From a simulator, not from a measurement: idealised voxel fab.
Documented hereafter: the process module known as voxel gate over fins.
The figure presents cross-section cut, which has a width of 240 nm and is divided into square cells with an edge length of 5 nm.
Cross-section layout: square cells on a grid; listed as bands, top to bottom; a band spans one or more cell rows. Quick guide to a band line: top height, bottom height (nm) up front; then every material left to right with its width in nm. Only one material and it's marked "everywhere"? Then it fills the band edge to edge. And "blank" just means empty space. For the purposes of this specification, 0 denotes the height below which the wafer in its as-received condition is composed wholly of one material, and the lowermost band, lacking a lower limit, extends downward without end, as expressed in "0 down". The two numbers in a width such as "30..40" mark its ends across the band: the first belongs to the top row of cells, the second to the bottom row, and from each row to the next the width moves by the same amount. Step marked "stayed the same"? Then no cell in the cross-section changed in it. Each empty space that has no open way to the top and spans at least 8 cells appears under "Sealed-off cavities" as width x height at distance, the distance counted from the left edge, all in nm. It should be noted that, on the line of a given step, the content following the step's settings is a remark produced by the simulator itself with respect to that step. You can add "overlay nm" to a step's line. For a step with a mask, it describes how far the mask lay to the right of its planned position, and a negative number describes a lay to the left.

**Set out below are the planned steps of the process**
1 op RECEIVE | material Si
2 op CONFORMAL_DEP | material SiN | thk nm 10
3 op MASKED_ETCH | tone cover | mask id FINS | width nm 15 | pitch nm 50 | etch materials SiN | depth nm 10 | overlay nm 0
4 op MASKED_ETCH | tone cover | mask id FINS | width nm 15 | pitch nm 50 | etch materials Si | depth nm 40 | overlay nm 0
5 op FILL_DEP | material SiO2 | thk nm 5
6 op CMP | height nm 10
7 op MASKED_ETCH | tone open | mask id RAIL | width nm 15 | etch materials SiO2 | depth nm 45 | overlay nm 0
8 op CONFORMAL_DEP | material TiN | thk nm 5
9 op FILL_DEP | material Ru | thk nm 5
10 op CMP | height nm 10
11 op SELECTIVE_ETCH | etch materials W Ru TiN | depth nm 30
12 op FILL_DEP | material SiO2 | thk nm 5
13 op CMP | height nm 10
14 op SELECTIVE_ETCH | etch materials SiO2 | depth nm 20
15 op STRIP | etch materials SiN
16 op CONFORMAL_DEP | material HfO2 | thk nm 5
17 op CONFORMAL_DEP | material TiN | thk nm 5
18 op FILL_DEP | material W | thk nm 15
19 op CMP | height nm 20
20 op CONFORMAL_DEP | material SiN | thk nm 10

**First of two wafers, with the run carried out as planned**

**This is the cross-section of the wafer as we received it, i.e. after step 1**
0 down | Si everywhere
Sealed-off cavities: none

**Wafer xsec, post step 2**
10 to 0 | SiN everywhere
All layers under 0 are left as they were.

**Wafer xsec, post step 3**
10 to 0 | blank (60)  SiN (15)  blank (35)  SiN (15)  blank (35)  SiN (15)  blank (65)
All layers under 0 are left as they were.

**Wafer xsec, post step 4**
10 to 0 | blank (60)  SiN (15)  blank (35)  SiN (15)  blank (35)  SiN (15)  blank (65)
0 to -40 | blank (60)  Si (15)  blank (35)  Si (15)  blank (35)  Si (15)  blank (65)
All layers under -40 are left as they were.

**Wafer xsec, post step 5**
15 to 10 | SiO2 everywhere
10 to 0 | SiO2 (60)  SiN (15)  SiO2 (35)  SiN (15)  SiO2 (35)  SiN (15)  SiO2 (65)
0 to -40 | SiO2 (60)  Si (15)  SiO2 (35)  Si (15)  SiO2 (35)  Si (15)  SiO2 (65)
All layers under -40 are left as they were.

**Wafer xsec, post step 6**
10 to 0 | SiO2 (60)  SiN (15)  SiO2 (35)  SiN (15)  SiO2 (35)  SiN (15)  SiO2 (65)
All layers under 0 are left as they were.

**Wafer xsec, post step 7**
10 to 0 | SiO2 (60)  SiN (15)  SiO2 (10)  blank (15)  SiO2 (10)  SiN (15)  SiO2 (35)  SiN (15)  SiO2 (65)
0 to -35 | SiO2 (60)  Si (15)  SiO2 (10)  blank (15)  SiO2 (10)  Si (15)  SiO2 (35)  Si (15)  SiO2 (65)
All layers under -35 are left as they were.

**Wafer xsec, post step 8**
15 to 10 | TiN (90)  blank (5)  TiN (145)
10 to 0 | SiO2 (60)  SiN (15)  SiO2 (10)  TiN (5)  blank (5)  TiN (5)  SiO2 (10)  SiN (15)  SiO2 (35)  SiN (15)  SiO2 (65)
0 to -30 | SiO2 (60)  Si (15)  SiO2 (10)  TiN (5)  blank (5)  TiN (5)  SiO2 (10)  Si (15)  SiO2 (35)  Si (15)  SiO2 (65)
-30 to -35 | SiO2 (60)  Si (15)  SiO2 (10)  TiN (15)  SiO2 (10)  Si (15)  SiO2 (35)  Si (15)  SiO2 (65)
All layers under -35 are left as they were.

**Wafer xsec, post step 9**
20 to 15 | Ru everywhere
15 to 10 | TiN (90)  Ru (5)  TiN (145)
10 to 0 | SiO2 (60)  SiN (15)  SiO2 (10)  TiN (5)  Ru (5)  TiN (5)  SiO2 (10)  SiN (15)  SiO2 (35)  SiN (15)  SiO2 (65)
0 to -30 | SiO2 (60)  Si (15)  SiO2 (10)  TiN (5)  Ru (5)  TiN (5)  SiO2 (10)  Si (15)  SiO2 (35)  Si (15)  SiO2 (65)
All layers under -30 are left as they were.

**Wafer xsec, post step 10**
10 to 0 | SiO2 (60)  SiN (15)  SiO2 (10)  TiN (5)  Ru (5)  TiN (5)  SiO2 (10)  SiN (15)  SiO2 (35)  SiN (15)  SiO2 (65)
All layers under 0 are left as they were.

**Wafer xsec, post step 11**
10 to 0 | SiO2 (60)  SiN (15)  SiO2 (10)  blank (15)  SiO2 (10)  SiN (15)  SiO2 (35)  SiN (15)  SiO2 (65)
0 to -20 | SiO2 (60)  Si (15)  SiO2 (10)  blank (15)  SiO2 (10)  Si (15)  SiO2 (35)  Si (15)  SiO2 (65)
All layers under -20 are left as they were.

**Wafer xsec, post step 12**
15 to 10 | SiO2 everywhere
10 to 0 | SiO2 (60)  SiN (15)  SiO2 (35)  SiN (15)  SiO2 (35)  SiN (15)  SiO2 (65)
0 to -20 | SiO2 (60)  Si (15)  SiO2 (35)  Si (15)  SiO2 (35)  Si (15)  SiO2 (65)
All layers under -20 are left as they were.

**Wafer xsec, post step 13**
10 to 0 | SiO2 (60)  SiN (15)  SiO2 (35)  SiN (15)  SiO2 (35)  SiN (15)  SiO2 (65)
All layers under 0 are left as they were.

**Wafer xsec, post step 14**
10 to 0 | blank (60)  SiN (15)  blank (35)  SiN (15)  blank (35)  SiN (15)  blank (65)
0 to -10 | blank (60)  Si (15)  blank (35)  Si (15)  blank (35)  Si (15)  blank (65)
All layers under -10 are left as they were.

**Wafer xsec, post step 15**
0 to -10 | blank (60)  Si (15)  blank (35)  Si (15)  blank (35)  Si (15)  blank (65)
All layers under -10 are left as they were.

**Wafer xsec, post step 16**
5 to 0 | blank (55)  HfO2 (25)  blank (25)  HfO2 (25)  blank (25)  HfO2 (25)  blank (60)
0 to -5 | blank (55)  HfO2 (5)  Si (15)  HfO2 (5)  blank (25)  HfO2 (5)  Si (15)  HfO2 (5)  blank (25)  HfO2 (5)  Si (15)  HfO2 (5)  blank (60)
-5 to -10 | HfO2 (60)  Si (15)  HfO2 (35)  Si (15)  HfO2 (35)  Si (15)  HfO2 (65)
All layers under -10 are left as they were.

**Wafer xsec, post step 17**
10 to 5 | blank (50)  TiN (35)  blank (15)  TiN (35)  blank (15)  TiN (35)  blank (55)
5 to 0 | blank (50)  TiN (5)  HfO2 (25)  TiN (5)  blank (15)  TiN (5)  HfO2 (25)  TiN (5)  blank (15)  TiN (5)  HfO2 (25)  TiN (5)  blank (55)
0 to -5 | TiN (55)  HfO2 (5)  Si (15)  HfO2 (5)  TiN (25)  HfO2 (5)  Si (15)  HfO2 (5)  TiN (25)  HfO2 (5)  Si (15)  HfO2 (5)  TiN (60)
All layers under -5 are left as they were.

**Wafer xsec, post step 18**
25 to 10 | W everywhere
10 to 5 | W (50)  TiN (35)  W (15)  TiN (35)  W (15)  TiN (35)  W (55)
5 to 0 | W (50)  TiN (5)  HfO2 (25)  TiN (5)  W (15)  TiN (5)  HfO2 (25)  TiN (5)  W (15)  TiN (5)  HfO2 (25)  TiN (5)  W (55)
All layers under 0 are left as they were.

**Wafer xsec, post step 19**
20 to 10 | W everywhere
All layers under 10 are left as they were.

**Wafer xsec, post step 20**
30 to 20 | SiN everywhere
All layers under 20 are left as they were.

**Wafer two: like wafer one in start and plan, but with one mistake in execution; identical up to and including step 6**

**Second wafer: cross-section at the scheduled end of step 7**
10 to 0 | blank (60)  SiN (15)  blank (10)  SiO2 (15)  blank (10)  SiN (15)  blank (35)  SiN (15)  blank (65)
0 to -35 | blank (60)  Si (15)  blank (10)  SiO2 (15)  blank (10)  Si (15)  blank (35)  Si (15)  blank (65)
All layers under -35 are left as they were.

**Second wafer: cross-section at the scheduled end of step 8**
15 to 10 | blank (55)  TiN (75)  blank (25)  TiN (25)  blank (60)
10 to 0 | blank (55)  TiN (5)  SiN (15)  TiN (10)  SiO2 (15)  TiN (10)  SiN (15)  TiN (5)  blank (25)  TiN (5)  SiN (15)  TiN (5)  blank (60)
0 to -30 | blank (55)  TiN (5)  Si (15)  TiN (10)  SiO2 (15)  TiN (10)  Si (15)  TiN (5)  blank (25)  TiN (5)  Si (15)  TiN (5)  blank (60)
-30 to -35 | TiN (60)  Si (15)  TiN (10)  SiO2 (15)  TiN (10)  Si (15)  TiN (35)  Si (15)  TiN (65)
All layers under -35 are left as they were.

**Second wafer: cross-section at the scheduled end of step 9**
20 to 15 | Ru everywhere
15 to 10 | Ru (55)  TiN (75)  Ru (25)  TiN (25)  Ru (60)
10 to 0 | Ru (55)  TiN (5)  SiN (15)  TiN (10)  SiO2 (15)  TiN (10)  SiN (15)  TiN (5)  Ru (25)  TiN (5)  SiN (15)  TiN (5)  Ru (60)
0 to -30 | Ru (55)  TiN (5)  Si (15)  TiN (10)  SiO2 (15)  TiN (10)  Si (15)  TiN (5)  Ru (25)  TiN (5)  Si (15)  TiN (5)  Ru (60)
All layers under -30 are left as they were.

**Second wafer: cross-section at the scheduled end of step 10**
10 to 0 | Ru (55)  TiN (5)  SiN (15)  TiN (10)  SiO2 (15)  TiN (10)  SiN (15)  TiN (5)  Ru (25)  TiN (5)  SiN (15)  TiN (5)  Ru (60)
All layers under 0 are left as they were.

**Second wafer: cross-section at the scheduled end of step 11**
10 to 0 | blank (60)  SiN (15)  blank (10)  SiO2 (15)  blank (10)  SiN (15)  blank (35)  SiN (15)  blank (65)
0 to -20 | blank (60)  Si (15)  blank (10)  SiO2 (15)  blank (10)  Si (15)  blank (35)  Si (15)  blank (65)
All layers under -20 are left as they were.

**Second wafer: cross-section at the scheduled end of step 12**
15 to 10 | SiO2 everywhere
10 to 0 | SiO2 (60)  SiN (15)  SiO2 (35)  SiN (15)  SiO2 (35)  SiN (15)  SiO2 (65)
0 to -20 | SiO2 (60)  Si (15)  SiO2 (35)  Si (15)  SiO2 (35)  Si (15)  SiO2 (65)
All layers under -20 are left as they were.

**Second wafer: cross-section at the scheduled end of step 13**
10 to 0 | SiO2 (60)  SiN (15)  SiO2 (35)  SiN (15)  SiO2 (35)  SiN (15)  SiO2 (65)
All layers under 0 are left as they were.

**Second wafer: cross-section at the scheduled end of step 14**
10 to 0 | blank (60)  SiN (15)  blank (35)  SiN (15)  blank (35)  SiN (15)  blank (65)
0 to -10 | blank (60)  Si (15)  blank (35)  Si (15)  blank (35)  Si (15)  blank (65)
All layers under -10 are left as they were.

**Second wafer: cross-section at the scheduled end of step 15**
0 to -10 | blank (60)  Si (15)  blank (35)  Si (15)  blank (35)  Si (15)  blank (65)
All layers under -10 are left as they were.

**Second wafer: cross-section at the scheduled end of step 16**
5 to 0 | blank (55)  HfO2 (25)  blank (25)  HfO2 (25)  blank (25)  HfO2 (25)  blank (60)
0 to -5 | blank (55)  HfO2 (5)  Si (15)  HfO2 (5)  blank (25)  HfO2 (5)  Si (15)  HfO2 (5)  blank (25)  HfO2 (5)  Si (15)  HfO2 (5)  blank (60)
-5 to -10 | HfO2 (60)  Si (15)  HfO2 (35)  Si (15)  HfO2 (35)  Si (15)  HfO2 (65)
All layers under -10 are left as they were.

**Second wafer: cross-section at the scheduled end of step 17**
10 to 5 | blank (50)  TiN (35)  blank (15)  TiN (35)  blank (15)  TiN (35)  blank (55)
5 to 0 | blank (50)  TiN (5)  HfO2 (25)  TiN (5)  blank (15)  TiN (5)  HfO2 (25)  TiN (5)  blank (15)  TiN (5)  HfO2 (25)  TiN (5)  blank (55)
0 to -5 | TiN (55)  HfO2 (5)  Si (15)  HfO2 (5)  TiN (25)  HfO2 (5)  Si (15)  HfO2 (5)  TiN (25)  HfO2 (5)  Si (15)  HfO2 (5)  TiN (60)
All layers under -5 are left as they were.

**Second wafer: cross-section at the scheduled end of step 18**
25 to 10 | W everywhere
10 to 5 | W (50)  TiN (35)  W (15)  TiN (35)  W (15)  TiN (35)  W (55)
5 to 0 | W (50)  TiN (5)  HfO2 (25)  TiN (5)  W (15)  TiN (5)  HfO2 (25)  TiN (5)  W (15)  TiN (5)  HfO2 (25)  TiN (5)  W (55)
All layers under 0 are left as they were.

**Second wafer: cross-section at the scheduled end of step 19**
20 to 10 | W everywhere
All layers under 10 are left as they were.

**Second wafer: cross-section at the scheduled end of step 20**
30 to 20 | SiN everywhere
All layers under 20 are left as they were.
What broke from the plan during processing? the process deviated at step 7: the operation and settings actually run there were op MASKED_ETCH | tone cover | mask id RAIL | width nm 15 | etch materials SiO2 | depth nm 45 | overlay nm 0
FYI, end of process, the second wafer has more or fewer cells of some materials than the first: Ru: 54 more; SiO2: 99 fewer; TiN: 45 more
